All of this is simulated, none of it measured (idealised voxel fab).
process module | voxel gate over fins
cross-section cut | 285 nm wide | cells 5 nm
A cross-section is a grid of square cells, given in bands from the top down. A band is one or more rows of cells.
Each band's line starts with the height of the band's top and of its bottom, in nm. Then come its materials from left to right, each with its width in nm. One material with "throughout" fills the band from edge to edge. "air" is empty space.
Height 0 is the level under which the wafer as received is all one material. The lowest band goes on downwards, as in "0 down".
A width such as "30 to 40" changes by the same amount from each row of cells to the next, from the band's top row to its bottom row.
"no change" after a step means that no cell of the cross-section changed.
closed voids: empty space of 8 cells or more with no open way to the top, each as width x height at its distance from the left edge, in nm
after a step's settings: what the simulator itself notes on the step
overlay nm, on a step with a mask: how far to the right of its planned place the mask lay; to the left if negative
plan
1 op RECEIVE | material Si
2 op CONFORMAL_DEP | material SiN | thk nm 5
3 op MASKED_ETCH | tone cover | mask id FINS | width nm 15 | pitch nm 55 | etch materials SiN | depth nm 5 | overlay nm 0
4 op MASKED_ETCH | tone cover | mask id FINS | width nm 15 | pitch nm 55 | etch materials Si | depth nm 40 | overlay nm 0
5 op OXIDIZE | depth nm 5
6 op FILL_DEP | material SiO2 | thk nm 15
7 op CMP | height nm 5
8 op MASKED_ETCH | tone open | mask id RAIL | width nm 15 | etch materials SiO2 | depth nm 40 | overlay nm 0
9 op CONFORMAL_DEP | material TiN | thk nm 5
10 op FILL_DEP | material W | thk nm 5
11 op CMP | height nm 5
12 op SELECTIVE_ETCH | etch materials W Ru TiN | depth nm 25
13 op FILL_DEP | material SiO2 | thk nm 5
14 op CMP | height nm 5
15 op SELECTIVE_ETCH | etch materials SiO2 | depth nm 20
16 op STRIP | etch materials SiN
17 op CONFORMAL_DEP | material HfO2 | thk nm 5
18 op CONFORMAL_DEP | material TiN | thk nm 5
19 op FILL_DEP | material W | thk nm 15
20 op CMP | height nm 20
21 op CONFORMAL_DEP | material SiCN | thk nm 5
as received, after step 1
  0 down: Si throughout
  closed voids: none
first wafer at the end, as planned
  25 to 20: SiCN throughout
  20 to 10: W throughout
  10 to 5: W 45 | TiN 25 | W 30 | TiN 25 | W 30 | TiN 25 | W 30 | TiN 25 | W 50
  5 to 0: W 45 | TiN 5 | HfO2 15 | TiN 5 | W 30 | TiN 5 | HfO2 15 | TiN 5 | W 30 | TiN 5 | HfO2 15 | TiN 5 | W 30 | TiN 5 | HfO2 15 | TiN 5 | W 50
  0 to -5: W 45 | TiN 5 | HfO2 5 | Si 5 | HfO2 5 | TiN 5 | W 30 | TiN 5 | HfO2 5 | Si 5 | HfO2 5 | TiN 5 | W 30 | TiN 5 | HfO2 5 | Si 5 | HfO2 5 | TiN 5 | W 30 | TiN 5 | HfO2 5 | Si 5 | HfO2 5 | TiN 5 | W 50
  -5 to -10: TiN 50 | HfO2 5 | Si 5 | HfO2 5 | TiN 40 | HfO2 5 | Si 5 | HfO2 5 | TiN 40 | HfO2 5 | Si 5 | HfO2 5 | TiN 40 | HfO2 5 | Si 5 | HfO2 5 | TiN 55
  -10 to -15: HfO2 55 | Si 5 | HfO2 50 | Si 5 | HfO2 50 | Si 5 | HfO2 50 | Si 5 | HfO2 60
  -15 to -20: SiO2 55 | Si 5 | SiO2 50 | Si 5 | SiO2 50 | Si 5 | SiO2 50 | Si 5 | SiO2 60
  -20 to -30: SiO2 55 | Si 5 | SiO2 15 | TiN 5 | W 5 | TiN 5 | SiO2 20 | Si 5 | SiO2 50 | Si 5 | SiO2 50 | Si 5 | SiO2 60
  -30 to -35: SiO2 55 | Si 5 | SiO2 15 | TiN 15 | SiO2 20 | Si 5 | SiO2 50 | Si 5 | SiO2 50 | Si 5 | SiO2 60
  -35 to -45: SiO2 55 | Si 5 | SiO2 50 | Si 5 | SiO2 50 | Si 5 | SiO2 50 | Si 5 | SiO2 60
  -45 down: Si throughout
  closed voids: none
second wafer at the end: like start, like plan, one mistake
  25 to 20: SiCN throughout
  20 to 10: W throughout
  10 to 5: W 45 | TiN 25 | W 30 | TiN 25 | W 30 | TiN 25 | W 30 | TiN 25 | W 50
  5 to 0: W 45 | TiN 5 | HfO2 15 | TiN 5 | W 30 | TiN 5 | HfO2 15 | TiN 5 | W 30 | TiN 5 | HfO2 15 | TiN 5 | W 30 | TiN 5 | HfO2 15 | TiN 5 | W 50
  0 to -5: W 45 | TiN 5 | HfO2 5 | Si 5 | HfO2 5 | TiN 5 | W 30 | TiN 5 | HfO2 5 | Si 5 | HfO2 5 | TiN 5 | W 30 | TiN 5 | HfO2 5 | Si 5 | HfO2 5 | TiN 5 | W 30 | TiN 5 | HfO2 5 | Si 5 | HfO2 5 | TiN 5 | W 50
  -5 to -10: TiN 50 | HfO2 5 | Si 5 | HfO2 5 | TiN 40 | HfO2 5 | Si 5 | HfO2 5 | TiN 40 | HfO2 5 | Si 5 | HfO2 5 | TiN 40 | HfO2 5 | Si 5 | HfO2 5 | TiN 55
  -10 to -15: HfO2 55 | Si 5 | HfO2 50 | Si 5 | HfO2 50 | Si 5 | HfO2 50 | Si 5 | HfO2 60
  -15 to -20: SiO2 55 | Si 5 | SiO2 50 | Si 5 | SiO2 50 | Si 5 | SiO2 50 | Si 5 | SiO2 60
  -20 to -30: SiO2 55 | Si 5 | SiO2 15 | TiN 5 | W 10 | TiN 5 | SiO2 15 | Si 5 | SiO2 50 | Si 5 | SiO2 50 | Si 5 | SiO2 60
  -30 to -35: SiO2 55 | Si 5 | SiO2 15 | TiN 20 | SiO2 15 | Si 5 | SiO2 50 | Si 5 | SiO2 50 | Si 5 | SiO2 60
  -35 to -45: SiO2 55 | Si 5 | SiO2 50 | Si 5 | SiO2 50 | Si 5 | SiO2 50 | Si 5 | SiO2 60
  -45 down: Si throughout
  closed voids: none
what went wrong: step 8 ran as: op MASKED_ETCH | tone open | mask id RAIL | width nm 20 | etch materials SiO2 | depth nm 40 | overlay nm 0
at the end the second wafer has, in cells: 3 fewer of SiO2 | 1 more of TiN | 2 more of W
